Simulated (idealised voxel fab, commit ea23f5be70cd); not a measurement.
Presented below is a process module, voxel capacitor over wiring.
Cross-section cut spans 225 nm and uses square cells 5 nm in size.
Cross-section format: a grid of square cells, given as bands from top to bottom; each band is one or more rows of cells. Top, bottom (nm), then materials left to right with widths (nm); lone material tagged "full width" fills the whole band edge to edge; "empty" = empty space. Height is counted from the level 0, under which the received wafer is composed throughout of one material. The lowest of the bands is not closed at the bottom but continues downward, in the notation "top 0, no bottom". Per-row width for "30..40": begins at first number (top row of band), ends at second number (bottom row), increment between rows held constant. The cross-section has no changed cell in any step marked "nothing different". "Enclosed void inventory": sealed empty spaces, 8 cells or more, no open way to top, listed width x height at distance, with distance from the left edge and width, height and distance in nm. On each step's line, the part that comes after the settings is the simulator's own comment on the step. "overlay nm" answers the question of how far to the right of plan the mask lay on a step that has a mask, and when it is negative the answer is to the left.

-- Intended process steps
| 1 | RECEIVE [material Si] |
| 2 | CONFORMAL_DEP [material SiO2] [thk nm 15] |
| 3 | CONFORMAL_DEP [material SiN] [thk nm 5] |
| 4 | DIRECTIONAL_DEP [material SiO2] [thk nm 25] |
| 5 | PATTERN [tone open] [mask id METAL_1] [material resist] [width nm 30] [pitch nm 80] [thk nm 15] [overlay nm 0] |
| 6 | DIRECTIONAL_ETCH [etch materials SiO2] [depth nm 25] |
| 7 | DIRECTIONAL_ETCH [etch materials SiN] [depth nm 5] |
| 8 | STRIP [etch materials resist] |
| 9 | CONFORMAL_DEP [material TiN] [thk nm 5] |
| 10 | FILL_DEP [material W] [thk nm 10] |
| 11 | CMP [height nm 45] |
| 12 | CONFORMAL_DEP [material SiCN] [thk nm 5] |
| 13 | DIRECTIONAL_DEP [material lowk] [thk nm 15] |
| 14 | PATTERN [tone open] [mask id PLUG_1] [material resist] [width nm 15] [thk nm 20] [overlay nm 0] |
| 15 | DIRECTIONAL_ETCH [etch materials lowk] [depth nm 15] |
| 16 | DIRECTIONAL_ETCH [etch materials SiCN] [depth nm 5] |
| 17 | STRIP [etch materials resist] |
| 18 | EPI [material Ru] [thk nm 10] |
| 19 | EPI [material Ru] [thk nm 10] |
| 20 | DIRECTIONAL_DEP [material TiN] [thk nm 10] |
| 21 | DIRECTIONAL_DEP [material HfO2] [thk nm 5] |
| 22 | DIRECTIONAL_DEP [material TiN] [thk nm 10] |
| 23 | MASKED_ETCH [tone cover] [mask id UPPER_PLATE] [width nm 55] [etch materials TiN] [depth nm 10] [overlay nm 0] |
| 24 | MASKED_ETCH [tone cover] [mask id UPPER_PLATE] [width nm 45] [etch materials HfO2] [depth nm 5] [overlay nm 0] |
| 25 | MASKED_ETCH [tone cover] [mask id LOWER_PLATE] [width nm 65] [etch materials TiN] [depth nm 10] [overlay nm 0] |
| 26 | FILL_DEP [material SiO2] [thk nm 20] |
| 27 | CMP [height nm 105] |
| 28 | PATTERN [tone open] [mask id PLUG_2] [material resist] [width nm 15] [thk nm 15] [overlay nm 0] |
| 29 | DIRECTIONAL_ETCH [etch materials SiO2] [depth nm 15] |
| 30 | STRIP [etch materials resist] |
| 31 | CONFORMAL_DEP [material TiN] [thk nm 5] |
| 32 | FILL_DEP [material Ru] [thk nm 10] |
| 33 | CMP [height nm 105] |
| 34 | CONFORMAL_DEP [material SiN] [thk nm 5] |
Wafers differ in width nm at step 24; plan lists the first wafer's value; identical starting state.

-- Here's the first of the wafers in cross-section, just as we got it, i.e. after step 1
* top 0, no bottom | Si full width
* Enclosed void inventory: none

-- Basically each wafer gets a line in the table, showing it at the end of the module: material by material, the cells it gained (+) or lost (-) since we got it, then its closed voids
width nm 45, +11 HfO2, +14 Ru, +42 SiCN, +78 SiN, +592 SiO2, +87 TiN, +40 W, +126 lowk, Enclosed void inventory: none
width nm 50, +11 HfO2, +14 Ru, +42 SiCN, +78 SiN, +592 SiO2, +87 TiN, +40 W, +126 lowk, Enclosed void inventory: none
width nm 55, +11 HfO2, +14 Ru, +42 SiCN, +78 SiN, +592 SiO2, +87 TiN, +40 W, +126 lowk, Enclosed void inventory: none
width nm 60, +12 HfO2, +14 Ru, +42 SiCN, +78 SiN, +591 SiO2, +87 TiN, +40 W, +126 lowk, Enclosed void inventory: none
width nm 65, +13 HfO2, +14 Ru, +42 SiCN, +78 SiN, +590 SiO2, +87 TiN, +40 W, +126 lowk, Enclosed void inventory: none
width nm 70, +14 HfO2, +14 Ru, +42 SiCN, +78 SiN, +587 SiO2, +89 TiN, +40 W, +126 lowk, Enclosed void inventory: none
